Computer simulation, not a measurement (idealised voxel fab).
Presented below is a process module, voxel ribs on slabs.
Section cut is 235 nm wide and gridded with 5 nm square cells.
A cross-section in this document is a grid of square cells, and it is written down as bands, the top band listed before the ones below it; a band is made up of one or more rows of cells.
The band entry comprises the height of the band's top followed by the height of its bottom, expressed in nm, and subsequently the band's materials from left to right, each stated together with its width in nm. Where a single material is marked with the word "throughout", that material fills the band from edge to edge. The word "blank" represents empty space.
Measure heights from 0. That's the level where, below it, the as-received wafer is all one material. The lowest band is bottomless and extends downward; write it as in "z 0 and below".
Width "30..40": first value at the band's top row of cells, second value at its bottom row, equal change from row to row.
No cell of the cross-section changed in a step that is given as "nothing was modified".
Enclosed voids (no open way to top), threshold 8 cells or more, entry "Closed void inventory", notation width x height at distance, distance from left edge, nm.
Heads up: the bit after the settings on a step's line is the simulator's remark on that step.
The "overlay nm" setting may appear on a step's line; for a step that uses a mask, it gives how far to the right of its planned position the mask lay, and a negative value indicates the left.
The steps planned for the process are as follows:
1,RECEIVE (material Si)
2,DIRECTIONAL_DEP (material SiO2; thk nm 30)
3,DIRECTIONAL_DEP (material SiN; thk nm 20)
4,PATTERN (tone cover; mask id RIB; material resist; width nm 20; thk nm 20; overlay nm 0)
5,DIRECTIONAL_ETCH (etch materials SiN; depth nm 10)
6,STRIP (etch materials resist)
7,PATTERN (tone cover; mask id SLAB; material resist; width nm 50; thk nm 20; overlay nm 0)
8,DIRECTIONAL_ETCH (etch materials SiN; depth nm 10)
9,STRIP (etch materials resist)
10,FILL_DEP (material SiO2; thk nm 15)
11,CMP (height nm 60)
12,DIRECTIONAL_DEP (material TiN; thk nm 10)
13,DIRECTIONAL_DEP (material aC; thk nm 10)
14,PATTERN (tone cover; mask id HEATER; material resist; width nm 30; thk nm 30; overlay nm 0)
15,DIRECTIONAL_ETCH (etch materials aC; depth nm 10)
16,STRIP (etch materials resist)
17,DIRECTIONAL_ETCH (etch materials TiN; depth nm 10)
18,STRIP (etch materials aC)
19,CONFORMAL_DEP (material SiN; thk nm 5)
Received-state cross-section, reflecting completion of step 1:
* z 0 and below = Si throughout
* Closed void inventory: none
Below is the wafer in cross-section after the module was completed. It began from the starting point shown above and followed the plan shown above, except that one mistake was made while running it:
* z 75 to 70 = 95 of blank; 40 of SiN; 100 of blank
* z 70 to 65 = 95 of blank; 5 of SiN; 30 of TiN; 5 of SiN; 100 of blank
* z 65 to 60 = 100 of SiN; 30 of TiN; 105 of SiN
* z 60 to 50 = SiO2 throughout
* z 50 to 40 = 90 of SiO2; 15 of SiN; 20 of SiO2; 15 of SiN; 95 of SiO2
* z 40 to 30 = SiN throughout
* z 30 to 0 = SiO2 throughout
* z 0 and below = Si throughout
* Closed void inventory: none
The plan and the run diverged here: it should be noted that step 4 was executed with settings other than those planned, the operation and settings actually applied being PATTERN (tone open; mask id RIB; material resist; width nm 20; thk nm 20; overlay nm 0)
